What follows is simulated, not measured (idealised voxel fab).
A process module follows: voxel wiring stack.
Cross-section cut: width 145 nm, square cells of 5 nm.
Cross-section format: a grid of square cells, given as bands from top to bottom; each band is one or more rows of cells.
Top, bottom (nm), then materials left to right with widths (nm); lone material tagged "edge to edge" fills the whole band edge to edge; "empty" = empty space.
Height 0 is the level under which the wafer as received is all one material. The lowest band goes on downwards, as in "from 0 down".
Width spec "30..40" -> top row of cells at first value, bottom row at second value, equal per-row change in between.
Key: "no modifications" - step with no changed cell in the cross-section.
The label "Closed void roster" introduces a list of the empty spaces, 8 cells or larger, that have no open way up to the top; each entry in it reads width x height at distance, where the distance is taken from the left edge and all three are stated in nm.
Post-settings text on a step line: simulator's own remark regarding the step.
A step's line can hold "overlay nm"; with a mask on that step, the setting says how far right of the planned place the mask lay, while a negative setting says it lay to the left.

# Planned step list for the process
| 1 | RECEIVE | material Si |
| 2 | CONFORMAL_DEP | material SiO2 | thk nm 10 |
| 3 | DIRECTIONAL_DEP | material TiN | thk nm 5 |
| 4 | DIRECTIONAL_DEP | material W | thk nm 15 |
| 5 | DIRECTIONAL_DEP | material aC | thk nm 15 |
| 6 | PATTERN | tone cover | mask id METAL_1 | material resist | width nm 25 | pitch nm 55 | thk nm 30 | overlay nm 0 |
| 7 | DIRECTIONAL_ETCH | etch materials aC | depth nm 15 |
| 8 | STRIP | etch materials resist |
| 9 | DIRECTIONAL_ETCH | etch materials W | depth nm 15 |
| 10 | DIRECTIONAL_ETCH | etch materials TiN | depth nm 5 |
| 11 | STRIP | etch materials aC |
| 12 | CONFORMAL_DEP | material SiCN | thk nm 5 |
| 13 | FILL_DEP | material SiO2 | thk nm 5 |
| 14 | CMP | height nm 30 |
| 15 | CONFORMAL_DEP | material SiCN | thk nm 5 |
| 16 | DIRECTIONAL_DEP | material SiO2 | thk nm 35 |
| 17 | MASKED_ETCH | tone open | mask id METAL_2_HOLES | width nm 15 | etch materials SiO2 | depth nm 35 | overlay nm 0 |
| 18 | PATTERN | tone open | mask id METAL_2 | material resist | width nm 25 | pitch nm 55 | thk nm 20 | overlay nm 0 |
| 19 | DIRECTIONAL_ETCH | etch materials SiO2 | depth nm 20 |
| 20 | DIRECTIONAL_ETCH | etch materials SiCN | depth nm 5 |
| 21 | STRIP | etch materials resist |
| 22 | CONFORMAL_DEP | material TiN | thk nm 5 |
| 23 | FILL_DEP | material Ru | thk nm 10 |
| 24 | CMP | height nm 70 |
| 25 | CONFORMAL_DEP | material SiCN | thk nm 5 |
| 26 | DIRECTIONAL_DEP | material SiO2 | thk nm 20 |
| 27 | DIRECTIONAL_DEP | material aC | thk nm 10 |
| 28 | PATTERN | tone open | mask id PLUG_2 | material resist | width nm 15 | thk nm 25 | overlay nm 0 |
| 29 | DIRECTIONAL_ETCH | etch materials aC | depth nm 10 |
| 30 | STRIP | etch materials resist |
| 31 | DIRECTIONAL_ETCH | etch materials SiO2 | depth nm 20 |
| 32 | DIRECTIONAL_ETCH | etch materials SiCN | depth nm 5 |
| 33 | STRIP | etch materials aC |
| 34 | EPI | material Ru | thk nm 10 |
| 35 | EPI | material Ru | thk nm 10 |
| 36 | EPI | material Ru | thk nm 5 |
| 37 | DIRECTIONAL_DEP | material TiN | thk nm 5 |
| 38 | DIRECTIONAL_DEP | material Ru | thk nm 15 |
| 39 | PATTERN | tone cover | mask id METAL_3 | material resist | width nm 25 | pitch nm 55 | thk nm 15 | overlay nm 0 |
| 40 | DIRECTIONAL_ETCH | etch materials Ru | depth nm 15 |
| 41 | DIRECTIONAL_ETCH | etch materials TiN | depth nm 5 |
| 42 | STRIP | etch materials resist |
| 43 | FILL_DEP | material SiO2 | thk nm 10 |
| 44 | CMP | height nm 115 |
| 45 | CONFORMAL_DEP | material SiN | thk nm 5 |

# Wafer at receipt (post step 1), cross-section
    from 0 down  Si edge to edge
    Closed void roster: none

# As-planned run: cross-section of the first of two wafers at end of module
    from 120 to 115  SiN edge to edge
    from 115 to 100  30 of SiO2 | 25 of Ru | 30 of SiO2 | 25 of Ru | 35 of SiO2
    from 100 to 95  30 of SiO2 | 25 of TiN | 30 of SiO2 | 25 of TiN | 35 of SiO2
    from 95 to 75  30 of SiO2 | 15 of Ru | 100 of SiO2
    from 75 to 70  30 of SiCN | 15 of Ru | 100 of SiCN
    from 70 to 55  30 of SiO2 | 5 of TiN | 15 of Ru | 5 of TiN | 30 of SiO2 | 5 of TiN | 15 of Ru | 5 of TiN | 35 of SiO2
    from 55 to 50  30 of SiO2 | 5 of TiN | 5 of Ru | 15 of TiN | 30 of SiO2 | 25 of TiN | 35 of SiO2
    from 50 to 35  30 of SiO2 | 5 of TiN | 5 of Ru | 5 of TiN | 100 of SiO2
    from 35 to 30  30 of SiCN | 15 of TiN | 100 of SiCN
    from 30 to 15  25 of SiO2 | 5 of SiCN | 25 of W | 5 of SiCN | 20 of SiO2 | 5 of SiCN | 25 of W | 5 of SiCN | 30 of SiO2
    from 15 to 10  30 of SiCN | 25 of TiN | 30 of SiCN | 25 of TiN | 35 of SiCN
    from 10 to 0  SiO2 edge to edge
    from 0 down  Si edge to edge
    Closed void roster: none

# Module end: cross-section of wafer two of two. Same start and process plan as the first wafer. One mistake during execution
    from 120 to 115  SiN edge to edge
    from 115 to 100  30 of SiO2 | 25 of Ru | 30 of SiO2 | 25 of Ru | 35 of SiO2
    from 100 to 95  30 of SiO2 | 25 of TiN | 30 of SiO2 | 25 of TiN | 35 of SiO2
    from 95 to 75  30 of SiO2 | 15 of Ru | 100 of SiO2
    from 75 to 70  30 of SiCN | 15 of Ru | 100 of SiCN
    from 70 to 60  30 of SiO2 | 5 of TiN | 15 of Ru | 5 of TiN | 30 of SiO2 | 5 of TiN | 15 of Ru | 5 of TiN | 35 of SiO2
    from 60 to 55  30 of SiO2 | 5 of TiN | 5 of Ru | 15 of TiN | 30 of SiO2 | 25 of TiN | 35 of SiO2
    from 55 to 40  30 of SiO2 | 5 of TiN | 5 of Ru | 5 of TiN | 100 of SiO2
    from 40 to 35  30 of SiCN | 15 of TiN | 100 of SiCN
    from 35 to 30  25 of SiO2 | 35 of SiCN | 20 of SiO2 | 35 of SiCN | 30 of SiO2
    from 30 to 15  25 of SiO2 | 5 of SiCN | 25 of W | 5 of SiCN | 20 of SiO2 | 5 of SiCN | 25 of W | 5 of SiCN | 30 of SiO2
    from 15 to 10  30 of SiCN | 25 of TiN | 30 of SiCN | 25 of TiN | 35 of SiCN
    from 10 to 0  SiO2 edge to edge
    from 0 down  Si edge to edge
    Closed void roster: none
The mistake made against the process plan was this: step 14 was run on a setting that differed from the plan, and what really ran there is CMP | height nm 35
Looking at both finished wafers in cells, the second ends up ahead of or behind the first on some materials: Ru -6; SiCN +14; SiO2 -4; TiN -4
